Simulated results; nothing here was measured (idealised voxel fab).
Process module heading - voxel trench capacitor
Cross-sectional view cut (width: 265 nm; square cell size: 5 nm).
A cross-section in this document is a grid of square cells, and it is written down as bands, the top band listed before the ones below it; a band is made up of one or more rows of cells. It is stipulated that each band's entry specify, in nanometres, the height of the top of the band and then that of its bottom, followed by the materials of the band in left-to-right sequence, each together with its width in nanometres. A single material marked by the word "all across" is understood to fill the band from edge to edge; the word "empty" is understood to denote empty space. It should be noted that heights are counted from 0, beneath which the wafer as supplied is of one material throughout, and that the lowest band possesses no lower boundary but continues downward, as written in "top 0, no bottom". When a width is written as two numbers, as in "30..40", the first number is the width in the top row of cells of the band and the second is the width in its bottom row, and the width changes by the same amount from each row to the next. Basically "nothing altered" means that step didn't change any cell in the cross-section. Under "Closed void listing" you'll find the enclosed gaps, the ones with no way out to the top, that are 8 cells or bigger; each reads width x height at distance, with distance counted from the left edge, everything in nm. That trailing text on a step's line, after the settings, is the simulator's own remark on the step. overlay nm: for a step with a mask, the amount by which the mask lay right of where it was planned; a negative amount means left of it.
### So here's the lineup of process steps we planned
1) RECEIVE, material Si
2) CONFORMAL_DEP, material SiN, thk nm 10
3) DIRECTIONAL_DEP, material aC, thk nm 15
4) PATTERN, tone open, mask id TRENCH, material resist, width nm 20, pitch nm 45, thk nm 35, overlay nm 0
5) DIRECTIONAL_ETCH, etch materials aC, depth nm 15
6) STRIP, etch materials resist
7) DIRECTIONAL_ETCH, etch materials SiN, depth nm 10
8) DIRECTIONAL_ETCH, etch materials Si, depth nm 40
9) STRIP, etch materials aC
10) CONFORMAL_DEP, material Al2O3, thk nm 5
11) FILL_DEP, material polySi, thk nm 5
12) CMP, height nm 10
### Step 1 complete: cross-section of the wafer as received
> top 0, no bottom | Si all across
> Closed void listing: none
### Sectioned view, first of two wafers, at the close of the module, processed as intended in the plan
> top 10, bottom 0 | SiN 75; Al2O3 5; polySi 10; Al2O3 5; SiN 25; Al2O3 5; polySi 10; Al2O3 5; SiN 25; Al2O3 5; polySi 10; Al2O3 5; SiN 80
> top 0, bottom -35 | Si 75; Al2O3 5; polySi 10; Al2O3 5; Si 25; Al2O3 5; polySi 10; Al2O3 5; Si 25; Al2O3 5; polySi 10; Al2O3 5; Si 80
> top -35, bottom -40 | Si 75; Al2O3 20; Si 25; Al2O3 20; Si 25; Al2O3 20; Si 80
> top -40, no bottom | Si all across
> Closed void listing: none
### Cross-section of the latter of the two wafers at module completion. It had an identical start and an identical plan to the former; in running it, one mistake was made
> top 10, bottom 0 | polySi 70; Al2O3 5; SiN 20; Al2O3 5; polySi 15; Al2O3 5; SiN 20; Al2O3 5; polySi 15; Al2O3 5; SiN 20; Al2O3 5; polySi 75
> top 0, bottom -35 | polySi 70; Al2O3 5; Si 20; Al2O3 5; polySi 15; Al2O3 5; Si 20; Al2O3 5; polySi 15; Al2O3 5; Si 20; Al2O3 5; polySi 75
> top -35, bottom -40 | Al2O3 75; Si 20; Al2O3 25; Si 20; Al2O3 25; Si 20; Al2O3 80
> top -40, no bottom | Si all across
> Closed void listing: none
Want to know what went wrong? step 4 did not use the planned setting and instead ran as PATTERN, tone cover, mask id TRENCH, material resist, width nm 20, pitch nm 45, thk nm 35, overlay nm 0
Count the cells at the end and the second wafer has more or fewer of some materials than the first: +29 Al2O3; -232 Si; -58 SiN; +261 polySi
